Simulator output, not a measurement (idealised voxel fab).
process module | voxel lift off
cross-section cut | 200 nm wide | cells 5 nm
A cross-section is a grid of square cells, given in bands from the top down. A band is one or more rows of cells.
Each band's line starts with the height of the band's top and of its bottom, in nm. Then come its materials from left to right, each with its width in nm. One material with "throughout" fills the band from edge to edge. "air" is empty space.
Height 0 is the level under which the wafer as received is all one material. The lowest band goes on downwards, as in "0 down".
A width such as "30 to 40" changes by the same amount from each row of cells to the next, from the band's top row to its bottom row.
"no change" after a step means that no cell of the cross-section changed.
closed voids: empty space of 8 cells or more with no open way to the top, each as width x height at its distance from the left edge, in nm
after a step's settings: what the simulator itself notes on the step
overlay nm, on a step with a mask: how far to the right of its planned place the mask lay; to the left if negative
plan
1 op RECEIVE | material Si
2 op CONFORMAL_DEP | material SiN | thk nm 10
3 op PATTERN | tone open | mask id LINES | material resist | width nm 15 | pitch nm 40 | thk nm 30 | overlay nm 0
4 op DIRECTIONAL_DEP | material Ru | thk nm 15
5 op STRIP | etch materials resist
6 op CONFORMAL_DEP | material SiO2 | thk nm 10
varied across the wafers: width nm of step 3. The plan shows the first wafer's value. All wafers start alike
first wafer as received, after step 1
  0 down: Si throughout
  closed voids: none
each wafer at the end: cells of each material gained (+) or lost (-) since it was received, then its closed voids
width nm 15 | +18 Ru | +80 SiN | +104 SiO2 | closed voids: none
width nm 20 | +24 Ru | +80 SiN | +104 SiO2 | closed voids: none
width nm 25 | +30 Ru | +80 SiN | +101 SiO2 | closed voids: none
